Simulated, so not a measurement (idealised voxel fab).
process module | voxel self aligned vias
cross-section cut | 210 nm wide | cells 5 nm
A cross-section is a grid of square cells, given in bands from the top down. A band is one or more rows of cells.
Each band's line starts with the height of the band's top and of its bottom, in nm. Then come its materials from left to right, each with its width in nm. One material with "throughout" fills the band from edge to edge. "air" is empty space.
Height 0 is the level under which the wafer as received is all one material. The lowest band goes on downwards, as in "0 down".
A width such as "30 to 40" changes by the same amount from each row of cells to the next, from the band's top row to its bottom row.
"no change" after a step means that no cell of the cross-section changed.
closed voids: empty space of 8 cells or more with no open way to the top, each as width x height at its distance from the left edge, in nm
after a step's settings: what the simulator itself notes on the step
overlay nm, on a step with a mask: how far to the right of its planned place the mask lay; to the left if negative
plan
1 op RECEIVE | material Si
2 op CONFORMAL_DEP | material SiO2 | thk nm 10
3 op CONFORMAL_DEP | material SiCN | thk nm 5
4 op DIRECTIONAL_DEP | material SiO2 | thk nm 25
5 op DIRECTIONAL_DEP | material aC | thk nm 15
6 op PATTERN | tone open | mask id LINES | material resist | width nm 20 | pitch nm 65 | thk nm 30 | overlay nm 0
7 op DIRECTIONAL_ETCH | etch materials aC | depth nm 15
8 op STRIP | etch materials resist
9 op DIRECTIONAL_ETCH | etch materials SiO2 | depth nm 25
10 op STRIP | etch materials aC
11 op CONFORMAL_DEP | material TiN | thk nm 5
12 op FILL_DEP | material Ru | thk nm 10
13 op CMP | height nm 40
14 op SELECTIVE_ETCH | etch materials W Ru TiN | depth nm 10
15 op FILL_DEP | material SiN | thk nm 5
16 op CMP | height nm 40
17 op DIRECTIONAL_DEP | material SiO2 | thk nm 20
18 op MASKED_ETCH | tone open | mask id VIAS | width nm 40 | pitch nm 130 | etch materials SiO2 | depth nm 20 | overlay nm 0
19 op MASKED_ETCH | tone open | mask id VIAS | width nm 40 | pitch nm 130 | etch materials SiN | depth nm 10 | overlay nm 0
20 op CONFORMAL_DEP | material TiN | thk nm 5
21 op FILL_DEP | material Cu | thk nm 10
22 op CMP | height nm 60
23 op CONFORMAL_DEP | material SiCN | thk nm 5
first wafer, as planned
as received, after step 1
  0 down: Si throughout
  closed voids: none
after step 2
  10 to 0: SiO2 throughout
  below 0: unchanged
after step 3
  15 to 10: SiCN throughout
  below 10: unchanged
after step 4
  40 to 15: SiO2 throughout
  below 15: unchanged
after step 5
  55 to 40: aC throughout
  below 40: unchanged
after step 6
  85 to 55: resist 30 | air 20 | resist 45 | air 20 | resist 45 | air 20 | resist 30
  below 55: unchanged
after step 7
  70 to 55: resist 30 | air 20 | resist 45 | air 20 | resist 45 | air 20 | resist 30
  55 to 40: aC 30 | air 20 | aC 45 | air 20 | aC 45 | air 20 | aC 30
  below 40: unchanged
after step 8
  55 to 40: aC 30 | air 20 | aC 45 | air 20 | aC 45 | air 20 | aC 30
  below 40: unchanged
after step 9
  55 to 40: aC 30 | air 20 | aC 45 | air 20 | aC 45 | air 20 | aC 30
  40 to 15: SiO2 30 | air 20 | SiO2 45 | air 20 | SiO2 45 | air 20 | SiO2 30
  below 15: unchanged
after step 10
  40 to 15: SiO2 30 | air 20 | SiO2 45 | air 20 | SiO2 45 | air 20 | SiO2 30
  below 15: unchanged
after step 11
  45 to 40: TiN 35 | air 10 | TiN 55 | air 10 | TiN 55 | air 10 | TiN 35
  40 to 20: SiO2 30 | TiN 5 | air 10 | TiN 5 | SiO2 45 | TiN 5 | air 10 | TiN 5 | SiO2 45 | TiN 5 | air 10 | TiN 5 | SiO2 30
  20 to 15: SiO2 30 | TiN 20 | SiO2 45 | TiN 20 | SiO2 45 | TiN 20 | SiO2 30
  below 15: unchanged
after step 12
  55 to 45: Ru throughout
  45 to 40: TiN 35 | Ru 10 | TiN 55 | Ru 10 | TiN 55 | Ru 10 | TiN 35
  40 to 20: SiO2 30 | TiN 5 | Ru 10 | TiN 5 | SiO2 45 | TiN 5 | Ru 10 | TiN 5 | SiO2 45 | TiN 5 | Ru 10 | TiN 5 | SiO2 30
  below 20: unchanged
after step 13
  40 to 20: SiO2 30 | TiN 5 | Ru 10 | TiN 5 | SiO2 45 | TiN 5 | Ru 10 | TiN 5 | SiO2 45 | TiN 5 | Ru 10 | TiN 5 | SiO2 30
  below 20: unchanged
after step 14
  40 to 30: SiO2 30 | air 20 | SiO2 45 | air 20 | SiO2 45 | air 20 | SiO2 30
  below 30: unchanged
after step 15
  45 to 40: SiN throughout
  40 to 30: SiO2 30 | SiN 20 | SiO2 45 | SiN 20 | SiO2 45 | SiN 20 | SiO2 30
  below 30: unchanged
after step 16
  40 to 30: SiO2 30 | SiN 20 | SiO2 45 | SiN 20 | SiO2 45 | SiN 20 | SiO2 30
  below 30: unchanged
after step 17
  60 to 40: SiO2 throughout
  below 40: unchanged
after step 18
  60 to 40: SiO2 20 | air 40 | SiO2 90 | air 40 | SiO2 20
  below 40: unchanged
after step 19
  60 to 40: SiO2 20 | air 40 | SiO2 90 | air 40 | SiO2 20
  40 to 30: SiO2 30 | air 20 | SiO2 45 | SiN 20 | SiO2 45 | air 20 | SiO2 30
  below 30: unchanged
after step 20
  65 to 60: TiN 25 | air 30 | TiN 100 | air 30 | TiN 25
  60 to 45: SiO2 20 | TiN 5 | air 30 | TiN 5 | SiO2 90 | TiN 5 | air 30 | TiN 5 | SiO2 20
  45 to 40: SiO2 20 | TiN 15 | air 10 | TiN 15 | SiO2 90 | TiN 15 | air 10 | TiN 15 | SiO2 20
  40 to 35: SiO2 30 | TiN 5 | air 10 | TiN 5 | SiO2 45 | SiN 20 | SiO2 45 | TiN 5 | air 10 | TiN 5 | SiO2 30
  35 to 30: SiO2 30 | TiN 20 | SiO2 45 | SiN 20 | SiO2 45 | TiN 20 | SiO2 30
  below 30: unchanged
after step 21
  75 to 65: Cu throughout
  65 to 60: TiN 25 | Cu 30 | TiN 100 | Cu 30 | TiN 25
  60 to 45: SiO2 20 | TiN 5 | Cu 30 | TiN 5 | SiO2 90 | TiN 5 | Cu 30 | TiN 5 | SiO2 20
  45 to 40: SiO2 20 | TiN 15 | Cu 10 | TiN 15 | SiO2 90 | TiN 15 | Cu 10 | TiN 15 | SiO2 20
  40 to 35: SiO2 30 | TiN 5 | Cu 10 | TiN 5 | SiO2 45 | SiN 20 | SiO2 45 | TiN 5 | Cu 10 | TiN 5 | SiO2 30
  below 35: unchanged
after step 22
  60 to 45: SiO2 20 | TiN 5 | Cu 30 | TiN 5 | SiO2 90 | TiN 5 | Cu 30 | TiN 5 | SiO2 20
  below 45: unchanged
after step 23
  65 to 60: SiCN throughout
  below 60: unchanged
second wafer: like start, like plan, one mistake. Through step 5 it matches the first wafer
when step 6 should have ended
  85 to 55: resist 20 | air 20 | resist 45 | air 20 | resist 45 | air 20 | resist 40
  below 55: unchanged
when step 7 should have ended
  70 to 55: resist 20 | air 20 | resist 45 | air 20 | resist 45 | air 20 | resist 40
  55 to 40: aC 20 | air 20 | aC 45 | air 20 | aC 45 | air 20 | aC 40
  below 40: unchanged
when step 8 should have ended
  55 to 40: aC 20 | air 20 | aC 45 | air 20 | aC 45 | air 20 | aC 40
  below 40: unchanged
when step 9 should have ended
  55 to 40: aC 20 | air 20 | aC 45 | air 20 | aC 45 | air 20 | aC 40
  40 to 15: SiO2 20 | air 20 | SiO2 45 | air 20 | SiO2 45 | air 20 | SiO2 40
  below 15: unchanged
when step 10 should have ended
  40 to 15: SiO2 20 | air 20 | SiO2 45 | air 20 | SiO2 45 | air 20 | SiO2 40
  below 15: unchanged
when step 11 should have ended
  45 to 40: TiN 25 | air 10 | TiN 55 | air 10 | TiN 55 | air 10 | TiN 45
  40 to 20: SiO2 20 | TiN 5 | air 10 | TiN 5 | SiO2 45 | TiN 5 | air 10 | TiN 5 | SiO2 45 | TiN 5 | air 10 | TiN 5 | SiO2 40
  20 to 15: SiO2 20 | TiN 20 | SiO2 45 | TiN 20 | SiO2 45 | TiN 20 | SiO2 40
  below 15: unchanged
when step 12 should have ended
  55 to 45: Ru throughout
  45 to 40: TiN 25 | Ru 10 | TiN 55 | Ru 10 | TiN 55 | Ru 10 | TiN 45
  40 to 20: SiO2 20 | TiN 5 | Ru 10 | TiN 5 | SiO2 45 | TiN 5 | Ru 10 | TiN 5 | SiO2 45 | TiN 5 | Ru 10 | TiN 5 | SiO2 40
  below 20: unchanged
when step 13 should have ended
  40 to 20: SiO2 20 | TiN 5 | Ru 10 | TiN 5 | SiO2 45 | TiN 5 | Ru 10 | TiN 5 | SiO2 45 | TiN 5 | Ru 10 | TiN 5 | SiO2 40
  below 20: unchanged
when step 14 should have ended
  40 to 30: SiO2 20 | air 20 | SiO2 45 | air 20 | SiO2 45 | air 20 | SiO2 40
  below 30: unchanged
when step 15 should have ended
  45 to 40: SiN throughout
  40 to 30: SiO2 20 | SiN 20 | SiO2 45 | SiN 20 | SiO2 45 | SiN 20 | SiO2 40
  below 30: unchanged
when step 16 should have ended
  40 to 30: SiO2 20 | SiN 20 | SiO2 45 | SiN 20 | SiO2 45 | SiN 20 | SiO2 40
  below 30: unchanged
when step 17 should have ended
  60 to 40: SiO2 throughout
  below 40: unchanged
when step 18 should have ended
  60 to 40: SiO2 20 | air 40 | SiO2 90 | air 40 | SiO2 20
  below 40: unchanged
when step 19 should have ended
  60 to 40: SiO2 20 | air 40 | SiO2 90 | air 40 | SiO2 20
  40 to 30: SiO2 20 | air 20 | SiO2 45 | SiN 20 | SiO2 45 | air 20 | SiO2 40
  below 30: unchanged
when step 20 should have ended
  65 to 60: TiN 25 | air 30 | TiN 100 | air 30 | TiN 25
  60 to 45: SiO2 20 | TiN 5 | air 30 | TiN 5 | SiO2 90 | TiN 5 | air 30 | TiN 5 | SiO2 20
  45 to 40: SiO2 20 | TiN 5 | air 10 | TiN 25 | SiO2 90 | TiN 5 | air 10 | TiN 25 | SiO2 20
  40 to 35: SiO2 20 | TiN 5 | air 10 | TiN 5 | SiO2 45 | SiN 20 | SiO2 45 | TiN 5 | air 10 | TiN 5 | SiO2 40
  35 to 30: SiO2 20 | TiN 20 | SiO2 45 | SiN 20 | SiO2 45 | TiN 20 | SiO2 40
  below 30: unchanged
when step 21 should have ended
  75 to 65: Cu throughout
  65 to 60: TiN 25 | Cu 30 | TiN 100 | Cu 30 | TiN 25
  60 to 45: SiO2 20 | TiN 5 | Cu 30 | TiN 5 | SiO2 90 | TiN 5 | Cu 30 | TiN 5 | SiO2 20
  45 to 40: SiO2 20 | TiN 5 | Cu 10 | TiN 25 | SiO2 90 | TiN 5 | Cu 10 | TiN 25 | SiO2 20
  40 to 35: SiO2 20 | TiN 5 | Cu 10 | TiN 5 | SiO2 45 | SiN 20 | SiO2 45 | TiN 5 | Cu 10 | TiN 5 | SiO2 40
  below 35: unchanged
when step 22 should have ended
  60 to 45: SiO2 20 | TiN 5 | Cu 30 | TiN 5 | SiO2 90 | TiN 5 | Cu 30 | TiN 5 | SiO2 20
  below 45: unchanged
when step 23 should have ended
  65 to 60: SiCN throughout
  below 60: unchanged
what went wrong: step 6 ran as: op PATTERN | tone open | mask id LINES | material resist | width nm 20 | pitch nm 65 | thk nm 30 | overlay nm -10
at the end the second wafer has, in cells: as many of each material as the first, in other places
